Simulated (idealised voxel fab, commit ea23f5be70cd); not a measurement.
process module | voxel self aligned vias
cross-section cut | 235 nm wide | cells 5 nm
A cross-section is a grid of square cells, given in bands from the top down. A band is one or more rows of cells.
Each band's line starts with the height of the band's top and of its bottom, in nm. Then come its materials from left to right, each with its width in nm. One material with "throughout" fills the band from edge to edge. "air" is empty space.
Height 0 is the level under which the wafer as received is all one material. The lowest band goes on downwards, as in "0 down".
A width such as "30 to 40" changes by the same amount from each row of cells to the next, from the band's top row to its bottom row.
"no change" after a step means that no cell of the cross-section changed.
closed voids: empty space of 8 cells or more with no open way to the top, each as width x height at its distance from the left edge, in nm
after a step's settings: what the simulator itself notes on the step
overlay nm, on a step with a mask: how far to the right of its planned place the mask lay; to the left if negative
plan
1 op RECEIVE | material Si
2 op CONFORMAL_DEP | material SiO2 | thk nm 10
3 op CONFORMAL_DEP | material SiCN | thk nm 5
4 op DIRECTIONAL_DEP | material lowk | thk nm 30
5 op DIRECTIONAL_DEP | material aC | thk nm 10
6 op PATTERN | tone open | mask id LINES | material resist | width nm 20 | pitch nm 55 | thk nm 30 | overlay nm 0
7 op DIRECTIONAL_ETCH | etch materials aC | depth nm 10
8 op STRIP | etch materials resist
9 op DIRECTIONAL_ETCH | etch materials lowk | depth nm 30
10 op STRIP | etch materials aC
11 op CONFORMAL_DEP | material TiN | thk nm 5
12 op FILL_DEP | material Ru | thk nm 10
13 op CMP | height nm 45
14 op SELECTIVE_ETCH | etch materials W Ru TiN | depth nm 10
15 op FILL_DEP | material SiN | thk nm 10
16 op CMP | height nm 45
17 op DIRECTIONAL_DEP | material lowk | thk nm 15
18 op PATTERN | tone open | mask id VIAS | material resist | width nm 30 | pitch nm 110 | thk nm 15 | overlay nm 0
19 op DIRECTIONAL_ETCH | etch materials lowk | depth nm 15
20 op DIRECTIONAL_ETCH | etch materials SiN | depth nm 10
21 op STRIP | etch materials resist
22 op CONFORMAL_DEP | material TiN | thk nm 5
23 op FILL_DEP | material Cu | thk nm 5
24 op CMP | height nm 60
25 op CONFORMAL_DEP | material SiN | thk nm 5
first wafer, as planned
as received, after step 1
  0 down: Si throughout
  closed voids: none
after step 2
  10 to 0: SiO2 throughout
  below 0: unchanged
after step 3
  15 to 10: SiCN throughout
  below 10: unchanged
after step 4
  45 to 15: lowk throughout
  below 15: unchanged
after step 5
  55 to 45: aC throughout
  below 45: unchanged
after step 6
  85 to 55: resist 50 | air 20 | resist 35 | air 20 | resist 35 | air 20 | resist 55
  below 55: unchanged
after step 7
  75 to 55: resist 50 | air 20 | resist 35 | air 20 | resist 35 | air 20 | resist 55
  55 to 45: aC 50 | air 20 | aC 35 | air 20 | aC 35 | air 20 | aC 55
  below 45: unchanged
after step 8
  55 to 45: aC 50 | air 20 | aC 35 | air 20 | aC 35 | air 20 | aC 55
  below 45: unchanged
after step 9
  55 to 45: aC 50 | air 20 | aC 35 | air 20 | aC 35 | air 20 | aC 55
  45 to 15: lowk 50 | air 20 | lowk 35 | air 20 | lowk 35 | air 20 | lowk 55
  below 15: unchanged
after step 10
  45 to 15: lowk 50 | air 20 | lowk 35 | air 20 | lowk 35 | air 20 | lowk 55
  below 15: unchanged
after step 11
  50 to 45: TiN 55 | air 10 | TiN 45 | air 10 | TiN 45 | air 10 | TiN 60
  45 to 20: lowk 50 | TiN 5 | air 10 | TiN 5 | lowk 35 | TiN 5 | air 10 | TiN 5 | lowk 35 | TiN 5 | air 10 | TiN 5 | lowk 55
  20 to 15: lowk 50 | TiN 20 | lowk 35 | TiN 20 | lowk 35 | TiN 20 | lowk 55
  below 15: unchanged
after step 12
  60 to 50: Ru throughout
  50 to 45: TiN 55 | Ru 10 | TiN 45 | Ru 10 | TiN 45 | Ru 10 | TiN 60
  45 to 20: lowk 50 | TiN 5 | Ru 10 | TiN 5 | lowk 35 | TiN 5 | Ru 10 | TiN 5 | lowk 35 | TiN 5 | Ru 10 | TiN 5 | lowk 55
  below 20: unchanged
after step 13
  45 to 20: lowk 50 | TiN 5 | Ru 10 | TiN 5 | lowk 35 | TiN 5 | Ru 10 | TiN 5 | lowk 35 | TiN 5 | Ru 10 | TiN 5 | lowk 55
  below 20: unchanged
after step 14
  45 to 35: lowk 50 | air 20 | lowk 35 | air 20 | lowk 35 | air 20 | lowk 55
  below 35: unchanged
after step 15
  55 to 45: SiN throughout
  45 to 35: lowk 50 | SiN 20 | lowk 35 | SiN 20 | lowk 35 | SiN 20 | lowk 55
  below 35: unchanged
after step 16
  45 to 35: lowk 50 | SiN 20 | lowk 35 | SiN 20 | lowk 35 | SiN 20 | lowk 55
  below 35: unchanged
after step 17
  60 to 45: lowk throughout
  below 45: unchanged
after step 18
  75 to 60: resist 45 | air 30 | resist 80 | air 30 | resist 50
  below 60: unchanged
after step 19
  75 to 60: resist 45 | air 30 | resist 80 | air 30 | resist 50
  60 to 45: lowk 45 | air 30 | lowk 80 | air 30 | lowk 50
  below 45: unchanged
after step 20
  75 to 60: resist 45 | air 30 | resist 80 | air 30 | resist 50
  60 to 45: lowk 45 | air 30 | lowk 80 | air 30 | lowk 50
  45 to 35: lowk 50 | air 20 | lowk 35 | SiN 20 | lowk 35 | air 20 | lowk 55
  below 35: unchanged
after step 21
  60 to 45: lowk 45 | air 30 | lowk 80 | air 30 | lowk 50
  below 45: unchanged
after step 22
  65 to 60: TiN 50 | air 20 | TiN 90 | air 20 | TiN 55
  60 to 50: lowk 45 | TiN 5 | air 20 | TiN 5 | lowk 80 | TiN 5 | air 20 | TiN 5 | lowk 50
  50 to 45: lowk 45 | TiN 10 | air 10 | TiN 10 | lowk 80 | TiN 10 | air 10 | TiN 10 | lowk 50
  45 to 40: lowk 50 | TiN 5 | air 10 | TiN 5 | lowk 35 | SiN 20 | lowk 35 | TiN 5 | air 10 | TiN 5 | lowk 55
  40 to 35: lowk 50 | TiN 20 | lowk 35 | SiN 20 | lowk 35 | TiN 20 | lowk 55
  below 35: unchanged
after step 23
  70 to 65: Cu throughout
  65 to 60: TiN 50 | Cu 20 | TiN 90 | Cu 20 | TiN 55
  60 to 50: lowk 45 | TiN 5 | Cu 20 | TiN 5 | lowk 80 | TiN 5 | Cu 20 | TiN 5 | lowk 50
  50 to 45: lowk 45 | TiN 10 | Cu 10 | TiN 10 | lowk 80 | TiN 10 | Cu 10 | TiN 10 | lowk 50
  45 to 40: lowk 50 | TiN 5 | Cu 10 | TiN 5 | lowk 35 | SiN 20 | lowk 35 | TiN 5 | Cu 10 | TiN 5 | lowk 55
  below 40: unchanged
after step 24
  60 to 50: lowk 45 | TiN 5 | Cu 20 | TiN 5 | lowk 80 | TiN 5 | Cu 20 | TiN 5 | lowk 50
  below 50: unchanged
after step 25
  65 to 60: SiN throughout
  below 60: unchanged
second wafer: like start, like plan, one mistake. Through step 15 it matches the first wafer
when step 16 should have ended
  35 to 20: lowk 50 | TiN 5 | Ru 10 | TiN 5 | lowk 35 | TiN 5 | Ru 10 | TiN 5 | lowk 35 | TiN 5 | Ru 10 | TiN 5 | lowk 55
  below 20: unchanged
when step 17 should have ended
  50 to 35: lowk throughout
  below 35: unchanged
when step 18 should have ended
  65 to 50: resist 45 | air 30 | resist 80 | air 30 | resist 50
  below 50: unchanged
when step 19 should have ended
  65 to 50: resist 45 | air 30 | resist 80 | air 30 | resist 50
  50 to 35: lowk 45 | air 30 | lowk 80 | air 30 | lowk 50
  below 35: unchanged
when step 20 should have ended: no change
when step 21 should have ended
  50 to 35: lowk 45 | air 30 | lowk 80 | air 30 | lowk 50
  below 35: unchanged
when step 22 should have ended
  55 to 50: TiN 50 | air 20 | TiN 90 | air 20 | TiN 55
  50 to 40: lowk 45 | TiN 5 | air 20 | TiN 5 | lowk 80 | TiN 5 | air 20 | TiN 5 | lowk 50
  40 to 35: lowk 45 | TiN 30 | lowk 80 | TiN 30 | lowk 50
  below 35: unchanged
when step 23 should have ended
  60 to 55: Cu throughout
  55 to 50: TiN 50 | Cu 20 | TiN 90 | Cu 20 | TiN 55
  50 to 40: lowk 45 | TiN 5 | Cu 20 | TiN 5 | lowk 80 | TiN 5 | Cu 20 | TiN 5 | lowk 50
  below 40: unchanged
when step 24 should have ended: no change
when step 25 should have ended
  65 to 60: SiN throughout
  below 60: unchanged
what went wrong: step 16 ran as: op CMP | height nm 35
at the end the second wafer has, in cells: 47 more of Cu | 8 fewer of SiN | 31 more of TiN | 70 fewer of lowk
